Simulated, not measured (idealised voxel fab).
Module name: voxel transistor to metal (process module)
Pictured: cross-section cut, 160 nm wide, on a grid of 5 nm square cells.
The cross-sections in this document take the form of a grid made of square cells. They are written out as bands, in order from top to bottom. Each band consists of one or more rows of cells. Heights first: top, then bottom, in nm. Then materials, left to right, each with a width in nm. "all across" on a single material: fills the band edge to edge. "air": empty space. Note: height 0 marks the level under which the wafer is uniformly one material as received. Lowest band unbounded below, written "0 -> down". Per-row width for "30..40": begins at first number (top row of band), ends at second number (bottom row), increment between rows held constant. No cell of the cross-section changed in a step that is given as "nothing changed". Entry "Fully enclosed voids". Content: empty spaces with no open connection to the top, size 8 cells or greater. Each: width x height at distance. Distance: from left edge. Unit: nm. What comes after the settings on a step's line is commentary from the simulator itself on that step. overlay nm: right-of-plan distance of the mask on a masked step; negative values mean left-of-plan.

Process steps - plan
1 RECEIVE: material Si
2 CONFORMAL_DEP: material SiO2, thk nm 5
3 CONFORMAL_DEP: material SiN, thk nm 15
4 PATTERN: tone cover, mask id ACTIVE, material resist, width nm 95, thk nm 15, overlay nm 0
5 DIRECTIONAL_ETCH: etch materials SiN, depth nm 15
6 DIRECTIONAL_ETCH: etch materials SiO2, depth nm 5
7 DIRECTIONAL_ETCH: etch materials Si, depth nm 20
8 STRIP: etch materials resist
9 FILL_DEP: material SiO2, thk nm 15
10 CMP: height nm 20
11 SELECTIVE_ETCH: etch materials SiO2, depth nm 10
12 STRIP: etch materials SiN
13 SELECTIVE_ETCH: etch materials SiO2, depth nm 5
14 OXIDIZE: depth nm 5
15 DIRECTIONAL_DEP: material polySi, thk nm 25
16 DIRECTIONAL_DEP: material SiCN, thk nm 15
17 PATTERN: tone cover, mask id GATE, material resist, width nm 25, thk nm 15, overlay nm 0
18 DIRECTIONAL_ETCH: etch materials SiCN, depth nm 25
19 DIRECTIONAL_ETCH: etch materials polySi, depth nm 35
20 STRIP: etch materials resist
21 CONFORMAL_DEP: material SiO2, thk nm 5
22 DIRECTIONAL_ETCH: etch materials SiO2, depth nm 5
23 CONFORMAL_DEP: material SiN, thk nm 5
24 DIRECTIONAL_ETCH: etch materials SiN, depth nm 5
25 DIRECTIONAL_ETCH: etch materials SiO2, depth nm 5
26 DIRECTIONAL_ETCH: etch materials Si, depth nm 15
27 EPI: material SiGe, thk nm 15
28 FILL_DEP: material SiO2, thk nm 5
29 CMP: height nm 25
30 STRIP: etch materials polySi
31 SELECTIVE_ETCH: etch materials SiO2, depth nm 5
32 CONFORMAL_DEP: material HfO2, thk nm 5
33 CONFORMAL_DEP: material TiN, thk nm 5
34 FILL_DEP: material W, thk nm 5
35 CMP: height nm 20
36 DIRECTIONAL_DEP: material SiO2, thk nm 15
37 PATTERN: tone open, mask id CONTACT, material resist, width nm 15, pitch nm 70, thk nm 20, overlay nm 0
38 DIRECTIONAL_ETCH: etch materials SiO2, depth nm 25
39 STRIP: etch materials resist
40 CONFORMAL_DEP: material TiN, thk nm 5
41 FILL_DEP: material Ru, thk nm 10
42 CMP: height nm 35
43 DIRECTIONAL_DEP: material TiN, thk nm 5
44 DIRECTIONAL_DEP: material W, thk nm 25
45 PATTERN: tone cover, mask id METAL_1, material resist, width nm 15, pitch nm 70, thk nm 20, overlay nm 0
46 DIRECTIONAL_ETCH: etch materials W, depth nm 25
47 DIRECTIONAL_ETCH: etch materials TiN, depth nm 5
48 STRIP: etch materials resist
49 FILL_DEP: material SiO2, thk nm 5
50 CMP: height nm 65
51 CONFORMAL_DEP: material SiCN, thk nm 5
52 DIRECTIONAL_DEP: material SiO2, thk nm 30
53 PATTERN: tone open, mask id METAL_2, material resist, width nm 15, pitch nm 70, thk nm 20, overlay nm 0
54 DIRECTIONAL_ETCH: etch materials SiO2, depth nm 20
55 STRIP: etch materials resist
56 MASKED_ETCH: tone open, mask id METAL_2_HOLES, width nm 15, pitch nm 70, etch materials SiO2, depth nm 10, overlay nm 0
57 MASKED_ETCH: tone open, mask id METAL_2_HOLES, width nm 15, pitch nm 70, etch materials SiCN, depth nm 5, overlay nm 0
58 CONFORMAL_DEP: material TiN, thk nm 5
59 FILL_DEP: material Ru, thk nm 5
60 CMP: height nm 100
61 CONFORMAL_DEP: material SiCN, thk nm 5

Incoming wafer, cross-sectional view, post step 1
    0 -> down = Si all across
    Fully enclosed voids: none

Cross-section, end of module. Start: as above. Plan: as above. Execution: one mistake
    105 -> 100 = SiCN all across
    100 -> 90 = 30 of SiO2 | 5 of TiN | 10..5 of Ru | 5..10 of TiN | 50 of SiO2 | 5 of TiN | 10..5 of Ru | 5..10 of TiN | 40 of SiO2
    90 -> 85 = 30 of SiO2 | 5 of TiN | 5 of Ru | 5 of TiN | 55 of SiO2 | 5 of TiN | 5 of Ru | 5 of TiN | 45 of SiO2
    85 -> 80 = 30 of SiO2 | 15 of TiN | 55 of SiO2 | 15 of TiN | 45 of SiO2
    80 -> 70 = 35 of SiO2 | 10 of TiN | 60 of SiO2 | 10 of TiN | 45 of SiO2
    70 -> 65 = 35 of SiCN | 10 of TiN | 60 of SiCN | 10 of TiN | 45 of SiCN
    65 -> 40 = 35 of SiO2 | 15 of W | 55 of SiO2 | 15 of W | 40 of SiO2
    40 -> 35 = 35 of SiO2 | 15 of TiN | 55 of SiO2 | 15 of TiN | 40 of SiO2
    35 -> 20 = 35 of SiO2 | 5 of TiN | 5 of Ru | 5 of TiN | 55 of SiO2 | 5 of TiN | 5 of Ru | 5 of TiN | 40 of SiO2
    20 -> 15 = 35 of SiO2 | 5 of TiN | 5 of Ru | 5 of TiN | 5 of SiO2 | 5 of SiN | 5 of HfO2 | 5 of TiN | 15 of W | 5 of TiN | 5 of HfO2 | 5 of SiN | 5 of SiO2 | 5 of TiN | 5 of Ru | 5 of TiN | 40 of SiO2
    15 -> 10 = 35 of SiO2 | 15 of TiN | 5 of SiO2 | 5 of SiN | 5 of HfO2 | 5 of TiN | 15 of W | 5 of TiN | 5 of HfO2 | 5 of SiN | 5 of SiO2 | 15 of TiN | 40 of SiO2
    10 -> 5 = 30 of SiO2 | 25 of SiGe | 5 of SiN | 5 of HfO2 | 5 of TiN | 15 of W | 5 of TiN | 5 of HfO2 | 5 of SiN | 25 of SiGe | 35 of SiO2
    5 -> 0 = 30 of SiO2 | 5 of SiN | 20 of SiGe | 5 of SiN | 5 of HfO2 | 25 of TiN | 5 of HfO2 | 5 of SiN | 20 of SiGe | 5 of SiN | 35 of SiO2
    0 -> -5 = 35 of SiO2 | 20 of SiGe | 5 of SiO2 | 35 of HfO2 | 5 of SiO2 | 20 of SiGe | 40 of SiO2
    -5 -> -20 = 30 of SiO2 | 5 of Si | 20 of SiGe | 45 of Si | 20 of SiGe | 5 of Si | 35 of SiO2
    -20 -> down = Si all across
    Fully enclosed voids: none
In executing the process, a mistake was made relative to the plan: step 53 ran as: PATTERN: tone open, mask id METAL_2, material resist, width nm 15, pitch nm 70, thk nm 20, overlay nm -5
